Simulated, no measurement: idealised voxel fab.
Process module in this document: voxel double patterning
The width of the displayed cross-section, cut, is 210 nm; its cells are square, with a size of 5 nm.
If you're reading a cross-section in this doc, picture square cells in a grid; it comes to you as bands, top ones listed first down to the bottom, and a band can be one or more rows of cells. Top height, bottom height, nm. Materials left to right, width each, nm. Single material + "edge to edge" = fills band edge to edge. "empty" = empty. Convention: height 0 is the level below which the wafer, as received, is all one material. The lowest band does not terminate at the bottom but continues downward, represented as "top 0, no bottom". The two numbers in a width such as "30 to 40" mark its ends across the band: the first belongs to the top row of cells, the second to the bottom row, and from each row to the next the width moves by the same amount. Given "no change" for a step, no cell of the cross-section differs between before and after that step. The entry "Closed void roster" lists the empty spaces that cover at least 8 cells and have no open path to the top. Each is written as width x height at distance, where the distance is measured from the left edge and all three values are in nm. Note: text after step settings on the step line = simulator remark on that step. Among the settings permitted on a step's line is "overlay nm"; applied to a step with a mask, it specifies the extent to which the mask lay to the right of its planned position, whereas a negative figure signifies a position to the left.
SET OUT BELOW ARE THE PLANNED STEPS OF THE PROCESS
1 RECEIVE with material Si
2 CONFORMAL_DEP with material SiO2, thk nm 5
3 DIRECTIONAL_DEP with material W, thk nm 20
4 DIRECTIONAL_DEP with material SiN, thk nm 10
5 DIRECTIONAL_DEP with material aC, thk nm 10
6 PATTERN with tone open, mask id FIRST, material resist, width nm 15, pitch nm 50, thk nm 30, overlay nm 0
7 DIRECTIONAL_ETCH with etch materials aC, depth nm 10
8 STRIP with etch materials resist
9 DIRECTIONAL_ETCH with etch materials SiN, depth nm 10
10 STRIP with etch materials aC
11 DIRECTIONAL_DEP with material aC, thk nm 15
12 PATTERN with tone open, mask id SECOND, material resist, width nm 15, thk nm 35, overlay nm 0
13 DIRECTIONAL_ETCH with etch materials aC, depth nm 15
14 STRIP with etch materials resist
15 DIRECTIONAL_ETCH with etch materials SiN, depth nm 10
16 STRIP with etch materials aC
17 DIRECTIONAL_ETCH with etch materials W, depth nm 20
18 STRIP with etch materials SiN
HERE'S WHAT THE WAFER LOOKED LIKE IN CROSS-SECTION WHEN IT ARRIVED - THAT'S AFTER STEP 1
    top 0, no bottom = Si edge to edge
    Closed void roster: none
END-OF-MODULE CROSS-SECTION OF THE FIRST OF TWO WAFERS, PROCESSED AS PLANNED
    top 25, bottom 5 = 70 nm W  15 nm empty  10 nm W  15 nm empty  10 nm W  15 nm empty  75 nm W
    top 5, bottom 0 = SiO2 edge to edge
    top 0, no bottom = Si edge to edge
    Closed void roster: none
SECOND WAFER AT THE END: LIKE START, LIKE PLAN, ONE MISTAKE
    top 25, bottom 5 = 70 nm W  65 nm empty  75 nm W
    top 5, bottom 0 = SiO2 edge to edge
    top 0, no bottom = Si edge to edge
    Closed void roster: none
Deviation noted in wafer processing: not per plan at step 14, really ran STRIP with etch materials SiN
Upon completion, the second wafer contains, in terms of cells, a greater or smaller amount of certain materials than the first wafer: 16 fewer of W
